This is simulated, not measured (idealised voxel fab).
Presented below is a process module, voxel capacitor over wiring.
Section shown: cut. Width: 140 nm. Cell size: 5 nm, square.
Just so we're on the same page, the cross-sections are grids of square cells, and they're listed out in bands top to bottom, each band one or more rows deep. Quick guide to a band line: top height, bottom height (nm) up front; then every material left to right with its width in nm. Only one material and it's marked "everywhere"? Then it fills the band edge to edge. And "blank" just means empty space. Heads up on the height convention: 0 is the point under which the incoming wafer is all one material, and the lowest band has no bottom, it just keeps going down, like "0 and below". A width such as "30->40" changes by the same amount from each row of cells to the next, from the band's top row to its bottom row. "nothing altered" for a step: no cell of the cross-section changed in that step. If an empty space has no open way to the top and is at least 8 cells in size, "Completely sealed voids" lists it, written width x height at distance, where distance is measured from the left edge and every value is in nm. after a step's settings: what the simulator itself notes on the step. Steps that use a mask can have "overlay nm" on their line. It says how far the mask sat to the right of where it was meant to be. Negative means to the left.
Process steps foreseen in the plan:
1) RECEIVE | material Si
2) CONFORMAL_DEP | material SiO2 | thk nm 15
3) DIRECTIONAL_DEP | material TiN | thk nm 5
4) DIRECTIONAL_DEP | material Ru | thk nm 15
5) PATTERN | tone cover | mask id METAL_1 | material resist | width nm 25 | pitch nm 85 | thk nm 15 | overlay nm 0
6) DIRECTIONAL_ETCH | etch materials Ru | depth nm 15
7) DIRECTIONAL_ETCH | etch materials TiN | depth nm 5
8) STRIP | etch materials resist
9) FILL_DEP | material lowk | thk nm 10
10) CMP | height nm 35
11) CONFORMAL_DEP | material SiCN | thk nm 5
12) DIRECTIONAL_DEP | material lowk | thk nm 20
13) PATTERN | tone open | mask id PLUG_1 | material resist | width nm 15 | thk nm 15 | overlay nm 0
14) DIRECTIONAL_ETCH | etch materials lowk | depth nm 20
15) DIRECTIONAL_ETCH | etch materials SiCN | depth nm 5
16) STRIP | etch materials resist
17) EPI | material Ru | thk nm 10
18) EPI | material Ru | thk nm 10
19) EPI | material Ru | thk nm 5
20) DIRECTIONAL_DEP | material TiN | thk nm 10
21) DIRECTIONAL_DEP | material SiN | thk nm 5
22) DIRECTIONAL_DEP | material TiN | thk nm 5
23) MASKED_ETCH | tone cover | mask id UPPER_PLATE | width nm 65 | etch materials TiN | depth nm 5 | overlay nm 0
24) MASKED_ETCH | tone cover | mask id UPPER_PLATE | width nm 65 | etch materials SiN | depth nm 5 | overlay nm 0
25) MASKED_ETCH | tone cover | mask id LOWER_PLATE | width nm 75 | etch materials TiN | depth nm 10 | overlay nm 0
26) FILL_DEP | material SiO2 | thk nm 15
27) CMP | height nm 90
28) MASKED_ETCH | tone open | mask id PLUG_2 | width nm 15 | etch materials SiO2 | depth nm 10 | overlay nm 0
29) CONFORMAL_DEP | material TiN | thk nm 5
30) FILL_DEP | material Ru | thk nm 10
31) CMP | height nm 90
32) CONFORMAL_DEP | material SiCN | thk nm 5
Cross-sectional view of the wafer in its as-received condition, corresponding to the state after step 1:
  0 and below: Si everywhere
  Completely sealed voids: none
As-planned run: cross-section of the first of two wafers at end of module:
  95 down to 90: SiCN everywhere
  90 down to 85: SiO2 35, then TiN 5, then Ru 5, then TiN 5, then SiO2 90
  85 down to 75: SiO2 35->25, then TiN 15->65, then SiO2 90->50
  75 down to 70: SiO2 25, then SiN 65, then SiO2 50
  70 down to 60: SiO2 20, then TiN 75, then SiO2 45
  60 down to 40: lowk 25, then Ru 15, then lowk 100
  40 down to 35: SiCN 25, then Ru 15, then SiCN 100
  35 down to 20: lowk 15, then Ru 25, then lowk 60, then Ru 25, then lowk 15
  20 down to 15: lowk 15, then TiN 25, then lowk 60, then TiN 25, then lowk 15
  15 down to 0: SiO2 everywhere
  0 and below: Si everywhere
  Completely sealed voids: none
Cross-sectional view: second of two wafers, end of module; start and plan identical to the first, one mistake in running:
  95 down to 90: SiCN everywhere
  90 down to 85: SiO2 35, then TiN 5, then Ru 5, then TiN 5, then SiO2 90
  85 down to 75: SiO2 35->30, then TiN 15->55, then SiO2 90->55
  75 down to 70: SiO2 25, then SiN 65, then SiO2 50
  70 down to 60: SiO2 20, then TiN 75, then SiO2 45
  60 down to 40: lowk 25, then Ru 15, then lowk 100
  40 down to 35: SiCN 25, then Ru 15, then SiCN 100
  35 down to 20: lowk 15, then Ru 25, then lowk 60, then Ru 25, then lowk 15
  20 down to 15: lowk 15, then TiN 25, then lowk 60, then TiN 25, then lowk 15
  15 down to 0: SiO2 everywhere
  0 and below: Si everywhere
  Completely sealed voids: none
Which mistake was made when the wafer was run? step 23 was run on a setting that differed from the plan, and what really ran there is MASKED_ETCH | tone cover | mask id UPPER_PLATE | width nm 55 | etch materials TiN | depth nm 5 | overlay nm 0
Final difference in cells, second wafer against first, listed per material as more or fewer: SiO2 +2; TiN -2
